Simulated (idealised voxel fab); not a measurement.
process module | voxel self aligned vias
cross-section cut | 225 nm wide | cells 5 nm
A cross-section is a grid of square cells, given in bands from the top down. A band is one or more rows of cells.
Each band's line starts with the height of the band's top and of its bottom, in nm. Then come its materials from left to right, each with its width in nm. One material with "throughout" fills the band from edge to edge. "air" is empty space.
Height 0 is the level under which the wafer as received is all one material. The lowest band goes on downwards, as in "0 down".
A width such as "30 to 40" changes by the same amount from each row of cells to the next, from the band's top row to its bottom row.
"no change" after a step means that no cell of the cross-section changed.
closed voids: empty space of 8 cells or more with no open way to the top, each as width x height at its distance from the left edge, in nm
after a step's settings: what the simulator itself notes on the step
overlay nm, on a step with a mask: how far to the right of its planned place the mask lay; to the left if negative
plan
1 op RECEIVE | material Si
2 op CONFORMAL_DEP | material SiO2 | thk nm 10
3 op CONFORMAL_DEP | material SiCN | thk nm 5
4 op DIRECTIONAL_DEP | material SiO2 | thk nm 20
5 op PATTERN | tone open | mask id LINES | material resist | width nm 25 | pitch nm 60 | thk nm 15 | overlay nm 0
6 op DIRECTIONAL_ETCH | etch materials SiO2 | depth nm 20
7 op STRIP | etch materials resist
8 op CONFORMAL_DEP | material TiN | thk nm 5
9 op FILL_DEP | material Ru | thk nm 5
10 op CMP | height nm 35
11 op SELECTIVE_ETCH | etch materials W Ru TiN | depth nm 10
12 op FILL_DEP | material SiN | thk nm 5
13 op CMP | height nm 35
14 op DIRECTIONAL_DEP | material SiO2 | thk nm 15
15 op MASKED_ETCH | tone open | mask id VIAS | width nm 45 | pitch nm 120 | etch materials SiO2 | depth nm 15 | overlay nm 0
16 op MASKED_ETCH | tone open | mask id VIAS | width nm 45 | pitch nm 120 | etch materials SiN | depth nm 10 | overlay nm 0
17 op CONFORMAL_DEP | material TiN | thk nm 5
18 op FILL_DEP | material Cu | thk nm 5
19 op CMP | height nm 50
20 op CONFORMAL_DEP | material SiN | thk nm 5
as received, after step 1
  0 down: Si throughout
  closed voids: none
a wafer at the end: this start, this plan, one mistake
  55 to 50: SiN throughout
  50 to 40: SiO2 30 | TiN 5 | Cu 35 | TiN 5 | SiO2 75 | TiN 5 | Cu 35 | TiN 5 | SiO2 30
  40 to 35: SiO2 30 | TiN 15 | Cu 15 | TiN 15 | SiO2 75 | TiN 15 | Cu 15 | TiN 15 | SiO2 30
  35 to 30: SiO2 40 | TiN 5 | Cu 15 | TiN 5 | SiO2 35 | SiN 25 | SiO2 35 | TiN 5 | Cu 15 | TiN 5 | SiO2 40
  30 to 25: SiO2 40 | TiN 25 | SiO2 35 | SiN 25 | SiO2 35 | TiN 25 | SiO2 40
  25 to 20: SiO2 40 | TiN 5 | Ru 15 | TiN 5 | SiO2 35 | TiN 5 | Ru 15 | TiN 5 | SiO2 35 | TiN 5 | Ru 15 | TiN 5 | SiO2 40
  20 to 15: SiO2 40 | TiN 25 | SiO2 35 | TiN 25 | SiO2 35 | TiN 25 | SiO2 40
  15 to 5: SiO2 throughout
  5 to 0: SiCN throughout
  0 down: Si throughout
  closed voids: none
what went wrong: steps 2 and 3 were swapped
